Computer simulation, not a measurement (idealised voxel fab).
process module | voxel released beams
cross-section cut | 220 nm wide | cells 5 nm
A cross-section is a grid of square cells, given in bands from the top down. A band is one or more rows of cells.
Each band's line starts with the height of the band's top and of its bottom, in nm. Then come its materials from left to right, each with its width in nm. One material with "throughout" fills the band from edge to edge. "air" is empty space.
Height 0 is the level under which the wafer as received is all one material. The lowest band goes on downwards, as in "0 down".
A width such as "30 to 40" changes by the same amount from each row of cells to the next, from the band's top row to its bottom row.
"no change" after a step means that no cell of the cross-section changed.
closed voids: empty space of 8 cells or more with no open way to the top, each as width x height at its distance from the left edge, in nm
after a step's settings: what the simulator itself notes on the step
overlay nm, on a step with a mask: how far to the right of its planned place the mask lay; to the left if negative
plan
1 op RECEIVE | material Si
2 op CONFORMAL_DEP | material SiN | thk nm 5
3 op DIRECTIONAL_DEP | material SiO2 | thk nm 15
4 op PATTERN | tone open | mask id ANCHOR | material resist | width nm 35 | thk nm 20 | overlay nm 0
5 op DIRECTIONAL_ETCH | etch materials SiO2 | depth nm 15
6 op STRIP | etch materials resist
7 op CONFORMAL_DEP | material TiN | thk nm 10
8 op MASKED_ETCH | tone cover | mask id BEAM | width nm 105 | etch materials TiN | depth nm 10 | overlay nm 0
9 op STRIP | etch materials SiO2
as received, after step 1
  0 down: Si throughout
  closed voids: none
a wafer at the end: this start, this plan, one mistake
  30 to 20: air 55 | TiN 105 | air 60
  20 to 15: SiN throughout
  15 to 0: SiO2 throughout
  0 down: Si throughout
  closed voids: none
what went wrong: steps 2 and 3 were swapped
